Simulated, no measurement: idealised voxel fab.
The following process module bears the name voxel capacitor over wiring.
Section shown: cut. Width: 250 nm. Cell size: 5 nm, square.
In what follows, cross-sections appear as grids of square cells, described through bands that run from the top down, where every band is one or more rows of cells.
First you get the band's top height and its bottom height, in nm, and then the materials it's made of, left to right, with each width in nm. If you see a single material with "all across", that one covers the band edge to edge. "blank" is empty space.
Heads up on the height convention: 0 is the point under which the incoming wafer is all one material, and the lowest band has no bottom, it just keeps going down, like "from 0 down".
Read "30..40" as a graded width: first number on top, second number at the bottom, same change between each pair of neighbouring rows.
Where a step carries "left unchanged", the cross-section came out of it unchanged, cell for cell.
"Fully sealed cavities" means: voids of 8 cells or more that are shut off from the top with no open way through. Written width x height at distance, distance from the left edge, in nm.
Past the settings on a step's line: simulator remark, on that step.
"overlay nm" denotes, for a step that has a mask, the displacement of the mask to the right of its planned place, with negative values corresponding to the left.

PROCESS STEPS FORESEEN IN THE PLAN
1: RECEIVE: material Si
2: CONFORMAL_DEP: material SiO2, thk nm 15
3: DIRECTIONAL_DEP: material TiN, thk nm 5
4: DIRECTIONAL_DEP: material W, thk nm 15
5: MASKED_ETCH: tone cover, mask id METAL_1, width nm 25, pitch nm 75, etch materials W, depth nm 15, overlay nm 0
6: MASKED_ETCH: tone cover, mask id METAL_1, width nm 25, pitch nm 75, etch materials TiN, depth nm 5, overlay nm 0
7: FILL_DEP: material lowk, thk nm 10
8: CMP: height nm 35
9: CONFORMAL_DEP: material SiCN, thk nm 5
10: DIRECTIONAL_DEP: material SiO2, thk nm 15
11: DIRECTIONAL_DEP: material aC, thk nm 15
12: PATTERN: tone open, mask id PLUG_1, material resist, width nm 15, thk nm 30, overlay nm 0
13: DIRECTIONAL_ETCH: etch materials aC, depth nm 15
14: STRIP: etch materials resist
15: DIRECTIONAL_ETCH: etch materials SiO2, depth nm 15
16: DIRECTIONAL_ETCH: etch materials SiCN, depth nm 5
17: STRIP: etch materials aC
18: CONFORMAL_DEP: material TiN, thk nm 5
19: FILL_DEP: material Cu, thk nm 10
20: CMP: height nm 55
21: DIRECTIONAL_DEP: material TiN, thk nm 5
22: DIRECTIONAL_DEP: material Al2O3, thk nm 5
23: DIRECTIONAL_DEP: material TiN, thk nm 10
24: DIRECTIONAL_DEP: material aC, thk nm 10
25: PATTERN: tone cover, mask id UPPER_PLATE, material resist, width nm 55, thk nm 30, overlay nm 0
26: DIRECTIONAL_ETCH: etch materials aC, depth nm 10
27: STRIP: etch materials resist
28: DIRECTIONAL_ETCH: etch materials TiN, depth nm 10
29: DIRECTIONAL_ETCH: etch materials Al2O3, depth nm 5
30: STRIP: etch materials aC
31: DIRECTIONAL_DEP: material aC, thk nm 15
32: PATTERN: tone cover, mask id LOWER_PLATE, material resist, width nm 65, thk nm 30, overlay nm 0
33: DIRECTIONAL_ETCH: etch materials aC, depth nm 15
34: STRIP: etch materials resist
35: DIRECTIONAL_ETCH: etch materials TiN, depth nm 5
36: STRIP: etch materials aC
37: FILL_DEP: material SiO2, thk nm 20
38: CMP: height nm 90
39: DIRECTIONAL_DEP: material aC, thk nm 10
40: PATTERN: tone open, mask id PLUG_2, material resist, width nm 15, thk nm 30, overlay nm 0
41: DIRECTIONAL_ETCH: etch materials aC, depth nm 10
42: STRIP: etch materials resist
43: DIRECTIONAL_ETCH: etch materials SiO2, depth nm 15
44: STRIP: etch materials aC
45: CONFORMAL_DEP: material TiN, thk nm 5
46: FILL_DEP: material W, thk nm 5
47: CMP: height nm 90
48: CONFORMAL_DEP: material SiCN, thk nm 5

THIS IS THE CROSS-SECTION OF THE WAFER AS WE RECEIVED IT, I.E. AFTER STEP 1
    from 0 down  Si all across
    Fully sealed cavities: none

FIRST OF TWO WAFERS, END-OF-MODULE SECTION, RUN FOLLOWED PLAN
    from 95 to 90  SiCN all across
    from 90 to 80  SiO2 95, then TiN 5, then W 5, then TiN 5, then SiO2 140
    from 80 to 75  SiO2 95, then TiN 15, then SiO2 140
    from 75 to 65  SiO2 85, then TiN 55, then SiO2 110
    from 65 to 60  SiO2 85, then Al2O3 55, then SiO2 110
    from 60 to 55  SiO2 80, then TiN 65, then SiO2 105
    from 55 to 40  SiO2 85, then TiN 5, then Cu 5, then TiN 5, then SiO2 150
    from 40 to 35  SiCN 85, then TiN 15, then SiCN 150
    from 35 to 20  lowk 75, then W 25, then lowk 50, then W 25, then lowk 75
    from 20 to 15  lowk 75, then TiN 25, then lowk 50, then TiN 25, then lowk 75
    from 15 to 0  SiO2 all across
    from 0 down  Si all across
    Fully sealed cavities: none

WAFER TWO, END OF MODULE, CROSS-SECTION. SAME START, SAME PLAN AS WAFER ONE. ONE MISTAKE IN THE RUN
    from 95 to 90  SiCN all across
    from 90 to 80  SiO2 95, then TiN 5, then W 5, then TiN 5, then SiO2 140
    from 80 to 75  SiO2 95, then TiN 15, then SiO2 140
    from 75 to 70  SiO2 all across
    from 70 to 65  SiO2 85, then TiN 55, then SiO2 110
    from 65 to 60  SiO2 85, then Al2O3 55, then SiO2 110
    from 60 to 55  TiN 80, then SiO2 5, then TiN 55, then SiO2 5, then TiN 105
    from 55 to 40  SiO2 85, then TiN 5, then Cu 5, then TiN 5, then SiO2 150
    from 40 to 35  SiCN 85, then TiN 15, then SiCN 150
    from 35 to 20  lowk 75, then W 25, then lowk 50, then W 25, then lowk 75
    from 20 to 15  lowk 75, then TiN 25, then lowk 50, then TiN 25, then lowk 75
    from 15 to 0  SiO2 all across
    from 0 down  Si all across
    Fully sealed cavities: none
Misprocessing identified: off-plan run, step 32, actual operation and settings PATTERN: tone open, mask id LOWER_PLATE, material resist, width nm 65, thk nm 30, overlay nm 0
Materials where the second wafer ends with more or fewer cells than the first: SiO2 -24, TiN +24
